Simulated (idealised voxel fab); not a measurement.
process module | voxel air gaps
cross-section cut | 200 nm wide | cells 5 nm
A cross-section is a grid of square cells, given in bands from the top down. A band is one or more rows of cells.
Each band's line starts with the height of the band's top and of its bottom, in nm. Then come its materials from left to right, each with its width in nm. One material with "throughout" fills the band from edge to edge. "air" is empty space.
Height 0 is the level under which the wafer as received is all one material. The lowest band goes on downwards, as in "0 down".
A width such as "30 to 40" changes by the same amount from each row of cells to the next, from the band's top row to its bottom row.
"no change" after a step means that no cell of the cross-section changed.
closed voids: empty space of 8 cells or more with no open way to the top, each as width x height at its distance from the left edge, in nm
after a step's settings: what the simulator itself notes on the step
overlay nm, on a step with a mask: how far to the right of its planned place the mask lay; to the left if negative
plan
1 op RECEIVE | material Si
2 op CONFORMAL_DEP | material SiO2 | thk nm 15
3 op CONFORMAL_DEP | material SiCN | thk nm 5
4 op DIRECTIONAL_DEP | material lowk | thk nm 30
5 op PATTERN | tone open | mask id LINES | material resist | width nm 20 | pitch nm 45 | thk nm 20 | overlay nm 0
6 op DIRECTIONAL_ETCH | etch materials lowk | depth nm 30
7 op STRIP | etch materials resist
8 op CONFORMAL_DEP | material TiN | thk nm 5
9 op FILL_DEP | material Ru | thk nm 5
10 op CMP | height nm 50
11 op EPI | material Ru | thk nm 10
12 op SELECTIVE_ETCH | etch materials lowk | depth nm 40
13 op CONFORMAL_DEP | material SiCN | thk nm 5
as received, after step 1
  0 down: Si throughout
  closed voids: none
a wafer at the end: this start, this plan, one mistake
  65 to 60: air 30 | SiCN 140 | air 30
  60 to 50: air 30 | SiCN 5 | Ru 40 | SiCN 5 | Ru 40 | SiCN 5 | Ru 40 | SiCN 5 | air 30
  50 to 45: air 30 | SiCN 15 | TiN 5 | Ru 10 | TiN 5 | SiCN 25 | TiN 5 | Ru 10 | TiN 5 | SiCN 25 | TiN 5 | Ru 10 | TiN 5 | SiCN 15 | air 30
  45 to 25: air 40 | SiCN 5 | TiN 5 | Ru 10 | TiN 5 | SiCN 5 | air 15 | SiCN 5 | TiN 5 | Ru 10 | TiN 5 | SiCN 5 | air 15 | SiCN 5 | TiN 5 | Ru 10 | TiN 5 | SiCN 5 | air 40
  25 to 20: SiCN 45 | TiN 20 | SiCN 25 | TiN 20 | SiCN 25 | TiN 20 | SiCN 45
  20 to 5: SiO2 throughout
  5 to 0: SiCN throughout
  0 down: Si throughout
  closed voids: 15 x 20 at 70; 15 x 20 at 115
what went wrong: steps 2 and 3 were swapped
